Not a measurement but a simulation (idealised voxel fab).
This section sets out a process module, namely voxel capacitor over wiring.
215 nm wide, 5 nm square cells: that's cross-section cut.
Cross-section, as written here: a square-cell grid given band by band from the top down, where a band holds one or more rows of cells. It is stipulated that each band's entry specify, in nanometres, the height of the top of the band and then that of its bottom, followed by the materials of the band in left-to-right sequence, each together with its width in nanometres. A single material marked by the word "full width" is understood to fill the band from edge to edge; the word "empty" is understood to denote empty space. Heights are expressed relative to 0, this being the level below which the as-received wafer comprises one material exclusively. The lowest band is unbounded in the downward direction and is denoted as in "0 nm and below". Quick explanation for "30 to 40": the width changes in equal steps down the rows of cells, from the first number in the band's top row to the second number in its bottom row. Reading "no modifications" for a step: not a cell of the cross-section changed in it. Reported under the label "Enclosed void list" are the empty spaces having no open way to the top and comprising 8 cells or more; the notation for each is width x height at distance, in which the distance is measured from the left edge and all three values are in nm. Post-settings text on a step line: simulator's own remark regarding the step. On any step carrying a mask, the "overlay nm" setting, if present on the step's line, tells how far right of its planned place the mask lay; negative values point to the left.
The following list gives the planned process steps
step 1: RECEIVE,material Si
step 2: CONFORMAL_DEP,material SiO2,thk nm 15
step 3: DIRECTIONAL_DEP,material TiN,thk nm 5
step 4: DIRECTIONAL_DEP,material W,thk nm 20
step 5: MASKED_ETCH,tone cover,mask id METAL_1,width nm 20,pitch nm 90,etch materials W,depth nm 20,overlay nm 0
step 6: MASKED_ETCH,tone cover,mask id METAL_1,width nm 20,pitch nm 90,etch materials TiN,depth nm 5,overlay nm 0
step 7: FILL_DEP,material SiO2,thk nm 10
step 8: CMP,height nm 40
step 9: CONFORMAL_DEP,material SiCN,thk nm 5
step 10: DIRECTIONAL_DEP,material SiO2,thk nm 15
step 11: MASKED_ETCH,tone open,mask id PLUG_1,width nm 15,etch materials SiO2,depth nm 15,overlay nm 0
step 12: MASKED_ETCH,tone open,mask id PLUG_1,width nm 15,etch materials SiCN,depth nm 5,overlay nm 0
step 13: CONFORMAL_DEP,material TiN,thk nm 5
step 14: FILL_DEP,material Ru,thk nm 5
step 15: CMP,height nm 60
step 16: DIRECTIONAL_DEP,material TiN,thk nm 5
step 17: DIRECTIONAL_DEP,material HfO2,thk nm 5
step 18: DIRECTIONAL_DEP,material TiN,thk nm 5
step 19: PATTERN,tone cover,mask id UPPER_PLATE,material resist,width nm 75,thk nm 20,overlay nm 0
step 20: DIRECTIONAL_ETCH,etch materials TiN,depth nm 5
step 21: DIRECTIONAL_ETCH,etch materials HfO2,depth nm 5
step 22: STRIP,etch materials resist
step 23: MASKED_ETCH,tone cover,mask id LOWER_PLATE,width nm 85,etch materials TiN,depth nm 5,overlay nm 0
step 24: FILL_DEP,material SiO2,thk nm 15
step 25: CMP,height nm 85
step 26: MASKED_ETCH,tone open,mask id PLUG_2,width nm 15,etch materials SiO2,depth nm 10,overlay nm 0
step 27: CONFORMAL_DEP,material TiN,thk nm 5
step 28: FILL_DEP,material W,thk nm 10
step 29: CMP,height nm 85
step 30: CONFORMAL_DEP,material SiN,thk nm 5
On the first of the two wafers: run conducted according to plan
Wafer at receipt (post step 1), cross-section
* 0 nm and below: Si full width
* Enclosed void list: none
Cross-section through the wafer, step 2 finished
* 15 nm to 0 nm: SiO2 full width
* For the remainder of the cross-section, below 0, there is no change.
Cross-section through the wafer, step 3 finished
* 20 nm to 15 nm: TiN full width
* For the remainder of the cross-section, below 15, there is no change.
Cross-section through the wafer, step 4 finished
* 40 nm to 20 nm: W full width
* For the remainder of the cross-section, below 20, there is no change.
Cross-section through the wafer, step 5 finished
* 40 nm to 20 nm: empty (50), W (20), empty (70), W (20), empty (55)
* For the remainder of the cross-section, below 20, there is no change.
Cross-section through the wafer, step 6 finished
* 40 nm to 20 nm: empty (50), W (20), empty (70), W (20), empty (55)
* 20 nm to 15 nm: empty (50), TiN (20), empty (70), TiN (20), empty (55)
* For the remainder of the cross-section, below 15, there is no change.
Cross-section through the wafer, step 7 finished
* 50 nm to 40 nm: SiO2 full width
* 40 nm to 20 nm: SiO2 (50), W (20), SiO2 (70), W (20), SiO2 (55)
* 20 nm to 15 nm: SiO2 (50), TiN (20), SiO2 (70), TiN (20), SiO2 (55)
* For the remainder of the cross-section, below 15, there is no change.
Cross-section through the wafer, step 8 finished
* 40 nm to 20 nm: SiO2 (50), W (20), SiO2 (70), W (20), SiO2 (55)
* For the remainder of the cross-section, below 20, there is no change.
Cross-section through the wafer, step 9 finished
* 45 nm to 40 nm: SiCN full width
* For the remainder of the cross-section, below 40, there is no change.
Cross-section through the wafer, step 10 finished
* 60 nm to 45 nm: SiO2 full width
* For the remainder of the cross-section, below 45, there is no change.
Cross-section through the wafer, step 11 finished
* 60 nm to 45 nm: SiO2 (55), empty (15), SiO2 (145)
* For the remainder of the cross-section, below 45, there is no change.
Cross-section through the wafer, step 12 finished
* 60 nm to 45 nm: SiO2 (55), empty (15), SiO2 (145)
* 45 nm to 40 nm: SiCN (55), empty (15), SiCN (145)
* For the remainder of the cross-section, below 40, there is no change.
Cross-section through the wafer, step 13 finished
* 65 nm to 60 nm: TiN (60), empty (5), TiN (150)
* 60 nm to 45 nm: SiO2 (55), TiN (5), empty (5), TiN (5), SiO2 (145)
* 45 nm to 40 nm: SiCN (55), TiN (15), SiCN (145)
* For the remainder of the cross-section, below 40, there is no change.
Cross-section through the wafer, step 14 finished
* 70 nm to 65 nm: Ru full width
* 65 nm to 60 nm: TiN (60), Ru (5), TiN (150)
* 60 nm to 45 nm: SiO2 (55), TiN (5), Ru (5), TiN (5), SiO2 (145)
* For the remainder of the cross-section, below 45, there is no change.
Cross-section through the wafer, step 15 finished
* 60 nm to 45 nm: SiO2 (55), TiN (5), Ru (5), TiN (5), SiO2 (145)
* For the remainder of the cross-section, below 45, there is no change.
Cross-section through the wafer, step 16 finished
* 65 nm to 60 nm: TiN full width
* For the remainder of the cross-section, below 60, there is no change.
Cross-section through the wafer, step 17 finished
* 70 nm to 65 nm: HfO2 full width
* For the remainder of the cross-section, below 65, there is no change.
Cross-section through the wafer, step 18 finished
* 75 nm to 70 nm: TiN full width
* For the remainder of the cross-section, below 70, there is no change.
Cross-section through the wafer, step 19 finished
* 95 nm to 75 nm: empty (55), resist (75), empty (85)
* For the remainder of the cross-section, below 75, there is no change.
Cross-section through the wafer, step 20 finished
* 95 nm to 75 nm: empty (55), resist (75), empty (85)
* 75 nm to 70 nm: empty (55), TiN (75), empty (85)
* For the remainder of the cross-section, below 70, there is no change.
Cross-section through the wafer, step 21 finished
* 95 nm to 75 nm: empty (55), resist (75), empty (85)
* 75 nm to 70 nm: empty (55), TiN (75), empty (85)
* 70 nm to 65 nm: empty (55), HfO2 (75), empty (85)
* For the remainder of the cross-section, below 65, there is no change.
Cross-section through the wafer, step 22 finished
* 75 nm to 70 nm: empty (55), TiN (75), empty (85)
* For the remainder of the cross-section, below 70, there is no change.
Cross-section through the wafer, step 23 finished
* 75 nm to 70 nm: empty (55), TiN (75), empty (85)
* 70 nm to 65 nm: empty (55), HfO2 (75), empty (85)
* 65 nm to 60 nm: empty (50), TiN (85), empty (80)
* For the remainder of the cross-section, below 60, there is no change.
Cross-section through the wafer, step 24 finished
* 90 nm to 75 nm: SiO2 full width
* 75 nm to 70 nm: SiO2 (55), TiN (75), SiO2 (85)
* 70 nm to 65 nm: SiO2 (55), HfO2 (75), SiO2 (85)
* 65 nm to 60 nm: SiO2 (50), TiN (85), SiO2 (80)
* For the remainder of the cross-section, below 60, there is no change.
Cross-section through the wafer, step 25 finished
* 85 nm to 75 nm: SiO2 full width
* For the remainder of the cross-section, below 75, there is no change.
Cross-section through the wafer, step 26 finished
* 85 nm to 75 nm: SiO2 (65), empty (15), SiO2 (135)
* For the remainder of the cross-section, below 75, there is no change.
Cross-section through the wafer, step 27 finished
* 90 nm to 85 nm: TiN (70), empty (5), TiN (140)
* 85 nm to 80 nm: SiO2 (65), TiN (5), empty (5), TiN (5), SiO2 (135)
* 80 nm to 70 nm: SiO2 (65 to 55), TiN (15 to 75), SiO2 (135 to 85)
* For the remainder of the cross-section, below 70, there is no change.
Cross-section through the wafer, step 28 finished
* 100 nm to 90 nm: W full width
* 90 nm to 85 nm: TiN (70), W (5), TiN (140)
* 85 nm to 80 nm: SiO2 (65), TiN (5), W (5), TiN (5), SiO2 (135)
* For the remainder of the cross-section, below 80, there is no change.
Cross-section through the wafer, step 29 finished
* 85 nm to 80 nm: SiO2 (65), TiN (5), W (5), TiN (5), SiO2 (135)
* For the remainder of the cross-section, below 80, there is no change.
Cross-section through the wafer, step 30 finished
* 90 nm to 85 nm: SiN full width
* For the remainder of the cross-section, below 85, there is no change.
Okay, second wafer. Nothing different at the start, nothing different in the plan, just one mistake somewhere in the running. As far as step 4, counting that step, it's the first wafer all over again
Planned end of step 5: second wafer, cross-section
* 40 nm to 20 nm: W (50), empty (20), W (70), empty (20), W (55)
* For the remainder of the cross-section, below 20, there is no change.
Planned end of step 6: second wafer, cross-section: no modifications
Planned end of step 7: second wafer, cross-section
* 50 nm to 40 nm: SiO2 full width
* 40 nm to 20 nm: W (50), SiO2 (20), W (70), SiO2 (20), W (55)
* For the remainder of the cross-section, below 20, there is no change.
Planned end of step 8: second wafer, cross-section
* 40 nm to 20 nm: W (50), SiO2 (20), W (70), SiO2 (20), W (55)
* For the remainder of the cross-section, below 20, there is no change.
Planned end of step 9: second wafer, cross-section
* 45 nm to 40 nm: SiCN full width
* For the remainder of the cross-section, below 40, there is no change.
Planned end of step 10: second wafer, cross-section
* 60 nm to 45 nm: SiO2 full width
* For the remainder of the cross-section, below 45, there is no change.
Planned end of step 11: second wafer, cross-section
* 60 nm to 45 nm: SiO2 (55), empty (15), SiO2 (145)
* For the remainder of the cross-section, below 45, there is no change.
Planned end of step 12: second wafer, cross-section
* 60 nm to 45 nm: SiO2 (55), empty (15), SiO2 (145)
* 45 nm to 40 nm: SiCN (55), empty (15), SiCN (145)
* For the remainder of the cross-section, below 40, there is no change.
Planned end of step 13: second wafer, cross-section
* 65 nm to 60 nm: TiN (60), empty (5), TiN (150)
* 60 nm to 45 nm: SiO2 (55), TiN (5), empty (5), TiN (5), SiO2 (145)
* 45 nm to 40 nm: SiCN (55), TiN (15), SiCN (145)
* For the remainder of the cross-section, below 40, there is no change.
Planned end of step 14: second wafer, cross-section
* 70 nm to 65 nm: Ru full width
* 65 nm to 60 nm: TiN (60), Ru (5), TiN (150)
* 60 nm to 45 nm: SiO2 (55), TiN (5), Ru (5), TiN (5), SiO2 (145)
* For the remainder of the cross-section, below 45, there is no change.
Planned end of step 15: second wafer, cross-section
* 60 nm to 45 nm: SiO2 (55), TiN (5), Ru (5), TiN (5), SiO2 (145)
* For the remainder of the cross-section, below 45, there is no change.
Planned end of step 16: second wafer, cross-section
* 65 nm to 60 nm: TiN full width
* For the remainder of the cross-section, below 60, there is no change.
Planned end of step 17: second wafer, cross-section
* 70 nm to 65 nm: HfO2 full width
* For the remainder of the cross-section, below 65, there is no change.
Planned end of step 18: second wafer, cross-section
* 75 nm to 70 nm: TiN full width
* For the remainder of the cross-section, below 70, there is no change.
Planned end of step 19: second wafer, cross-section
* 95 nm to 75 nm: empty (55), resist (75), empty (85)
* For the remainder of the cross-section, below 75, there is no change.
Planned end of step 20: second wafer, cross-section
* 95 nm to 75 nm: empty (55), resist (75), empty (85)
* 75 nm to 70 nm: empty (55), TiN (75), empty (85)
* For the remainder of the cross-section, below 70, there is no change.
Planned end of step 21: second wafer, cross-section
* 95 nm to 75 nm: empty (55), resist (75), empty (85)
* 75 nm to 70 nm: empty (55), TiN (75), empty (85)
* 70 nm to 65 nm: empty (55), HfO2 (75), empty (85)
* For the remainder of the cross-section, below 65, there is no change.
Planned end of step 22: second wafer, cross-section
* 75 nm to 70 nm: empty (55), TiN (75), empty (85)
* For the remainder of the cross-section, below 70, there is no change.
Planned end of step 23: second wafer, cross-section
* 75 nm to 70 nm: empty (55), TiN (75), empty (85)
* 70 nm to 65 nm: empty (55), HfO2 (75), empty (85)
* 65 nm to 60 nm: empty (50), TiN (85), empty (80)
* For the remainder of the cross-section, below 60, there is no change.
Planned end of step 24: second wafer, cross-section
* 90 nm to 75 nm: SiO2 full width
* 75 nm to 70 nm: SiO2 (55), TiN (75), SiO2 (85)
* 70 nm to 65 nm: SiO2 (55), HfO2 (75), SiO2 (85)
* 65 nm to 60 nm: SiO2 (50), TiN (85), SiO2 (80)
* For the remainder of the cross-section, below 60, there is no change.
Planned end of step 25: second wafer, cross-section
* 85 nm to 75 nm: SiO2 full width
* For the remainder of the cross-section, below 75, there is no change.
Planned end of step 26: second wafer, cross-section
* 85 nm to 75 nm: SiO2 (65), empty (15), SiO2 (135)
* For the remainder of the cross-section, below 75, there is no change.
Planned end of step 27: second wafer, cross-section
* 90 nm to 85 nm: TiN (70), empty (5), TiN (140)
* 85 nm to 80 nm: SiO2 (65), TiN (5), empty (5), TiN (5), SiO2 (135)
* 80 nm to 70 nm: SiO2 (65 to 55), TiN (15 to 75), SiO2 (135 to 85)
* For the remainder of the cross-section, below 70, there is no change.
Planned end of step 28: second wafer, cross-section
* 100 nm to 90 nm: W full width
* 90 nm to 85 nm: TiN (70), W (5), TiN (140)
* 85 nm to 80 nm: SiO2 (65), TiN (5), W (5), TiN (5), SiO2 (135)
* For the remainder of the cross-section, below 80, there is no change.
Planned end of step 29: second wafer, cross-section
* 85 nm to 80 nm: SiO2 (65), TiN (5), W (5), TiN (5), SiO2 (135)
* For the remainder of the cross-section, below 80, there is no change.
Planned end of step 30: second wafer, cross-section
* 90 nm to 85 nm: SiN full width
* For the remainder of the cross-section, below 85, there is no change.
What was the processing mistake? it should be noted that step 5 was executed with settings other than those planned, the operation and settings actually applied being MASKED_ETCH,tone open,mask id METAL_1,width nm 20,pitch nm 90,etch materials W,depth nm 20,overlay nm 0
Cell-count delta at end, second wafer over first, by material: SiO2 -143 | TiN +35 | W +108
